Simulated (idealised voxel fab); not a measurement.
process module | voxel fin reveal
cross-section cut | 245 nm wide | cells 5 nm
A cross-section is a grid of square cells, given in bands from the top down. A band is one or more rows of cells.
Each band's line starts with the height of the band's top and of its bottom, in nm. Then come its materials from left to right, each with its width in nm. One material with "throughout" fills the band from edge to edge. "air" is empty space.
Height 0 is the level under which the wafer as received is all one material. The lowest band goes on downwards, as in "0 down".
A width such as "30 to 40" changes by the same amount from each row of cells to the next, from the band's top row to its bottom row.
"no change" after a step means that no cell of the cross-section changed.
closed voids: empty space of 8 cells or more with no open way to the top, each as width x height at its distance from the left edge, in nm
after a step's settings: what the simulator itself notes on the step
overlay nm, on a step with a mask: how far to the right of its planned place the mask lay; to the left if negative
plan
1 op RECEIVE | material Si
2 op CONFORMAL_DEP | material SiN | thk nm 5
3 op PATTERN | tone cover | mask id FINS | material resist | width nm 15 | pitch nm 35 | thk nm 20 | overlay nm 0
4 op DIRECTIONAL_ETCH | etch materials SiN | depth nm 5
5 op DIRECTIONAL_ETCH | etch materials Si | depth nm 40
6 op STRIP | etch materials resist
7 op OXIDIZE | depth nm 5
8 op FILL_DEP | material SiO2 | thk nm 15
9 op CMP | height nm 5
10 op SELECTIVE_ETCH | etch materials SiO2 | depth nm 20
11 op STRIP | etch materials SiN
as received, after step 1
  0 down: Si throughout
  closed voids: none
a wafer at the end: this start, this plan, one mistake
  0 to -15: air 85 | Si 5 | air 30 | Si 5 | air 30 | Si 5 | air 85
  -15 to -20: SiO2 60 | air 25 | Si 5 | air 30 | Si 5 | air 30 | Si 5 | air 25 | SiO2 60
  -20 to -45: SiO2 85 | Si 5 | SiO2 30 | Si 5 | SiO2 30 | Si 5 | SiO2 85
  -45 down: Si throughout
  closed voids: none
what went wrong: steps 10 and 11 were swapped
